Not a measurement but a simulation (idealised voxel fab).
Process module name: voxel capacitor over wiring
Each square cell in cross-section cut measures 5 nm, and the section as a whole is 255 nm wide.
How to read a cross-section here: the picture is a grid of square cells, written as bands going from the top down, and any band can span one or more rows of cells. Basically the band line says how high the top is and how high the bottom is, in nm, and then what's in it from left to right, every material with its width in nm. Empty space shows up as "empty", and if a single material carries "throughout" it runs the full band edge to edge. Heights are expressed relative to 0, this being the level below which the as-received wafer comprises one material exclusively. The lowest band is unbounded in the downward direction and is denoted as in "from 0 down". Read "30..40" as a graded width: first number on top, second number at the bottom, same change between each pair of neighbouring rows. Basically "everything unchanged" means that step didn't change any cell in the cross-section. "Enclosed voids" contains a list of empty spaces, each no smaller than 8 cells and without an open way to the top, written in the form width x height at distance with the distance from the left edge and all three in nm. On a step's line, text after the settings is the simulator commenting on that step. What "overlay nm" on a step's line means: if the step has a mask, that mask lay this far to the right of its planned place, or, when the value is negative, to the left.

# Below is the list of planned process steps
1) RECEIVE, material Si
2) CONFORMAL_DEP, material SiO2, thk nm 15
3) DIRECTIONAL_DEP, material TiN, thk nm 5
4) DIRECTIONAL_DEP, material W, thk nm 15
5) PATTERN, tone cover, mask id METAL_1, material resist, width nm 20, pitch nm 70, thk nm 15, overlay nm 0
6) DIRECTIONAL_ETCH, etch materials W, depth nm 15
7) DIRECTIONAL_ETCH, etch materials TiN, depth nm 5
8) STRIP, etch materials resist
9) CONFORMAL_DEP, material SiN, thk nm 5
10) FILL_DEP, material lowk, thk nm 10
11) CMP, height nm 35
12) CONFORMAL_DEP, material SiCN, thk nm 5
13) DIRECTIONAL_DEP, material lowk, thk nm 20
14) DIRECTIONAL_DEP, material aC, thk nm 10
15) PATTERN, tone open, mask id PLUG_1, material resist, width nm 15, thk nm 25, overlay nm 0
16) DIRECTIONAL_ETCH, etch materials aC, depth nm 10
17) STRIP, etch materials resist
18) DIRECTIONAL_ETCH, etch materials lowk, depth nm 20
19) DIRECTIONAL_ETCH, etch materials SiCN, depth nm 5
20) STRIP, etch materials aC
21) CONFORMAL_DEP, material TiN, thk nm 5
22) FILL_DEP, material Ru, thk nm 10
23) CMP, height nm 60
24) DIRECTIONAL_DEP, material TiN, thk nm 10
25) DIRECTIONAL_DEP, material SiN, thk nm 5
26) DIRECTIONAL_DEP, material TiN, thk nm 5
27) PATTERN, tone cover, mask id UPPER_PLATE, material resist, width nm 55, thk nm 20, overlay nm 0
28) DIRECTIONAL_ETCH, etch materials TiN, depth nm 5
29) DIRECTIONAL_ETCH, etch materials SiN, depth nm 5
30) STRIP, etch materials resist
31) MASKED_ETCH, tone cover, mask id LOWER_PLATE, width nm 65, etch materials TiN, depth nm 10, overlay nm 0
32) FILL_DEP, material SiO2, thk nm 15
33) CMP, height nm 90
34) DIRECTIONAL_DEP, material aC, thk nm 15
35) PATTERN, tone open, mask id PLUG_2, material resist, width nm 15, thk nm 30, overlay nm 0
36) DIRECTIONAL_ETCH, etch materials aC, depth nm 15
37) STRIP, etch materials resist
38) DIRECTIONAL_ETCH, etch materials SiO2, depth nm 10
39) STRIP, etch materials aC
40) CONFORMAL_DEP, material TiN, thk nm 5
41) FILL_DEP, material Ru, thk nm 5
42) CMP, height nm 90
43) CONFORMAL_DEP, material SiCN, thk nm 5

# Here's what the wafer looked like in cross-section when it arrived - that's after step 1
from 0 down = Si throughout
Enclosed voids: none

# This is how the wafer looks in cross-section once the module is done, given the starting state and plan above and one mistake in carrying the plan out
from 95 to 90 = SiCN throughout
from 90 to 85 = SiO2=95, then TiN=5, then Ru=5, then TiN=5, then SiO2=145
from 85 to 75 = SiO2=95..85, then TiN=15..55, then SiO2=145..115
from 75 to 70 = SiO2=85, then SiN=55, then SiO2=115
from 70 to 60 = SiO2=80, then TiN=65, then SiO2=110
from 60 to 40 = lowk=85, then TiN=5, then Ru=5, then TiN=5, then lowk=155
from 40 to 35 = SiCN=85, then TiN=15, then SiCN=155
from 35 to 30 = lowk=75, then SiN=30, then lowk=40, then SiN=30, then lowk=80
from 30 to 20 = lowk=75, then SiN=5, then W=20, then SiN=5, then lowk=40, then SiN=5, then W=20, then SiN=5, then lowk=80
from 20 to 15 = SiN=80, then TiN=20, then SiN=50, then TiN=20, then SiN=85
from 15 to 0 = SiO2 throughout
from 0 down = Si throughout
Enclosed voids: none
Deviation from plan: the process deviated at step 4: the operation and settings actually run there were DIRECTIONAL_DEP, material W, thk nm 10
